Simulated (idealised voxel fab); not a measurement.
The following process module bears the name voxel gate over fins.
Section shown: cut. Width: 290 nm. Cell size: 5 nm, square.
Bands, listed from the top down, are how a cross-section gets written in this document; the cross-section itself is a grid of square cells, and a band is one or more rows of them.
This entry defines a band. It first specifies the height of the band's top and the height of its bottom in nm, and then specifies the band's materials from left to right, stating each material with its width in nm. The word "everywhere" identifies a single material that fills the band from edge to edge, while the word "empty" identifies empty space.
Convention: height 0 is the level below which the wafer, as received, is all one material. The lowest band does not terminate at the bottom but continues downward, represented as "top 0, no bottom".
The expression "30->40" gives the width at the extremes of the band, the first number at its top row of cells and the second at its bottom row, with the width changing by equal amounts from each row to the next in between.
"no alteration" -> step changed no cross-section cell.
If an empty space has no open way to the top and is at least 8 cells in size, "Closed void roster" lists it, written width x height at distance, where distance is measured from the left edge and every value is in nm.
Formally, on a step line, whatever follows the settings is a remark that the simulator itself makes on the step.
If you see "overlay nm" on a step's line and that step has a mask, it's telling you how far right of where it was planned the mask ended up; a negative number means it went left instead.
Below is the list of planned process steps
| 1 | RECEIVE [material Si] |
| 2 | CONFORMAL_DEP [material SiN] [thk nm 5] |
| 3 | DIRECTIONAL_DEP [material aC] [thk nm 10] |
| 4 | PATTERN [tone cover] [mask id FINS] [material resist] [width nm 15] [pitch nm 55] [thk nm 30] [overlay nm -15] |
| 5 | DIRECTIONAL_ETCH [etch materials aC] [depth nm 10] |
| 6 | STRIP [etch materials resist] |
| 7 | DIRECTIONAL_ETCH [etch materials SiN] [depth nm 5] |
| 8 | DIRECTIONAL_ETCH [etch materials Si] [depth nm 35] |
| 9 | STRIP [etch materials aC] |
| 10 | FILL_DEP [material SiO2] [thk nm 15] |
| 11 | CMP [height nm 5] |
| 12 | DIRECTIONAL_DEP [material aC] [thk nm 15] |
| 13 | PATTERN [tone open] [mask id RAIL] [material resist] [width nm 15] [thk nm 35] [overlay nm 0] |
| 14 | DIRECTIONAL_ETCH [etch materials aC] [depth nm 15] |
| 15 | STRIP [etch materials resist] |
| 16 | DIRECTIONAL_ETCH [etch materials SiO2] [depth nm 35] |
| 17 | STRIP [etch materials aC] |
| 18 | CONFORMAL_DEP [material TiN] [thk nm 5] |
| 19 | FILL_DEP [material Ru] [thk nm 5] |
| 20 | CMP [height nm 5] |
| 21 | SELECTIVE_ETCH [etch materials W Ru TiN] [depth nm 20] |
| 22 | FILL_DEP [material SiO2] [thk nm 5] |
| 23 | CMP [height nm 5] |
| 24 | SELECTIVE_ETCH [etch materials SiO2] [depth nm 15] |
| 25 | STRIP [etch materials SiN] |
| 26 | CONFORMAL_DEP [material HfO2] [thk nm 5] |
| 27 | CONFORMAL_DEP [material TiN] [thk nm 5] |
| 28 | CONFORMAL_DEP [material TiAl] [thk nm 5] |
| 29 | CONFORMAL_DEP [material TiN] [thk nm 5] |
| 30 | FILL_DEP [material W] [thk nm 15] |
| 31 | CMP [height nm 30] |
| 32 | CONFORMAL_DEP [material SiCN] [thk nm 10] |
The plan shows the overlay nm of step 4 as the first wafer had it; this setting differs between the wafers, which start out alike.
Cross-section of the first of several wafers on receipt, reflecting completion of step 1
  top 0, no bottom = Si everywhere
  Closed void roster: none
Wafer rows; end of module; cells per material since receipt: (+) gained, (-) lost; then closed voids
overlay nm -15 | +66 HfO2 | +2 Ru | -364 Si | +116 SiCN | +251 SiO2 | +66 TiAl | +139 TiN | +188 W | Closed void roster: none
overlay nm -10 | +66 HfO2 | +2 Ru | -364 Si | +116 SiCN | +251 SiO2 | +66 TiAl | +139 TiN | +188 W | Closed void roster: none
overlay nm -5 | +66 HfO2 | +2 Ru | -364 Si | +116 SiCN | +251 SiO2 | +66 TiAl | +139 TiN | +188 W | Closed void roster: none
overlay nm 0 | +66 HfO2 | +2 Ru | -364 Si | +116 SiCN | +251 SiO2 | +66 TiAl | +139 TiN | +188 W | Closed void roster: none
overlay nm 5 | +66 HfO2 | +2 Ru | -364 Si | +116 SiCN | +251 SiO2 | +66 TiAl | +139 TiN | +188 W | Closed void roster: none
overlay nm 10 | +66 HfO2 | +2 Ru | -364 Si | +116 SiCN | +251 SiO2 | +66 TiAl | +139 TiN | +188 W | Closed void roster: none
overlay nm 15 | +66 HfO2 | -364 Si | +116 SiCN | +254 SiO2 | +66 TiAl | +138 TiN | +188 W | Closed void roster: none
